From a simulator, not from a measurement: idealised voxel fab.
process module | voxel ribs on slabs
cross-section cut | 275 nm wide | cells 5 nm
A cross-section is a grid of square cells, given in bands from the top down. A band is one or more rows of cells.
Each band's line starts with the height of the band's top and of its bottom, in nm. Then come its materials from left to right, each with its width in nm. One material with "throughout" fills the band from edge to edge. "air" is empty space.
Height 0 is the level under which the wafer as received is all one material. The lowest band goes on downwards, as in "0 down".
A width such as "30 to 40" changes by the same amount from each row of cells to the next, from the band's top row to its bottom row.
"no change" after a step means that no cell of the cross-section changed.
closed voids: empty space of 8 cells or more with no open way to the top, each as width x height at its distance from the left edge, in nm
after a step's settings: what the simulator itself notes on the step
overlay nm, on a step with a mask: how far to the right of its planned place the mask lay; to the left if negative
plan
1 op RECEIVE | material Si
2 op DIRECTIONAL_DEP | material SiO2 | thk nm 30
3 op DIRECTIONAL_DEP | material polySi | thk nm 25
4 op MASKED_ETCH | tone cover | mask id RIB | width nm 20 | etch materials polySi | depth nm 5 | overlay nm 0
5 op MASKED_ETCH | tone cover | mask id SLAB | width nm 80 | etch materials polySi | depth nm 20 | overlay nm 0
6 op FILL_DEP | material SiO2 | thk nm 20
7 op CMP | height nm 70
8 op DIRECTIONAL_DEP | material TiN | thk nm 10
9 op MASKED_ETCH | tone cover | mask id HEATER | width nm 30 | etch materials TiN | depth nm 10 | overlay nm -15
10 op CONFORMAL_DEP | material SiN | thk nm 10
varied across the wafers: overlay nm of step 9. The plan shows the first wafer's value. All wafers start alike
first wafer as received, after step 1
  0 down: Si throughout
  closed voids: none
first wafer at the end, after step 10
  90 to 80: air 95 | SiN 50 | air 130
  80 to 70: SiN 105 | TiN 30 | SiN 140
  70 to 55: SiO2 throughout
  55 to 50: SiO2 125 | polySi 20 | SiO2 130
  50 to 30: SiO2 95 | polySi 80 | SiO2 100
  30 to 0: SiO2 throughout
  0 down: Si throughout
  closed voids: none
last wafer at the end
  90 to 80: air 125 | SiN 50 | air 100
  80 to 70: SiN 135 | TiN 30 | SiN 110
  70 to 55: SiO2 throughout
  55 to 50: SiO2 125 | polySi 20 | SiO2 130
  50 to 30: SiO2 95 | polySi 80 | SiO2 100
  30 to 0: SiO2 throughout
  0 down: Si throughout
  closed voids: none
each wafer at the end: cells of each material gained (+) or lost (-) since it was received, then its closed voids
overlay nm -15 | +118 SiN | +702 SiO2 | +12 TiN | +68 polySi | closed voids: none
overlay nm -10 | +118 SiN | +702 SiO2 | +12 TiN | +68 polySi | closed voids: none
overlay nm -5 | +118 SiN | +702 SiO2 | +12 TiN | +68 polySi | closed voids: none
overlay nm 0 | +118 SiN | +702 SiO2 | +12 TiN | +68 polySi | closed voids: none
overlay nm 5 | +118 SiN | +702 SiO2 | +12 TiN | +68 polySi | closed voids: none
overlay nm 10 | +118 SiN | +702 SiO2 | +12 TiN | +68 polySi | closed voids: none
overlay nm 15 | +118 SiN | +702 SiO2 | +12 TiN | +68 polySi | closed voids: none
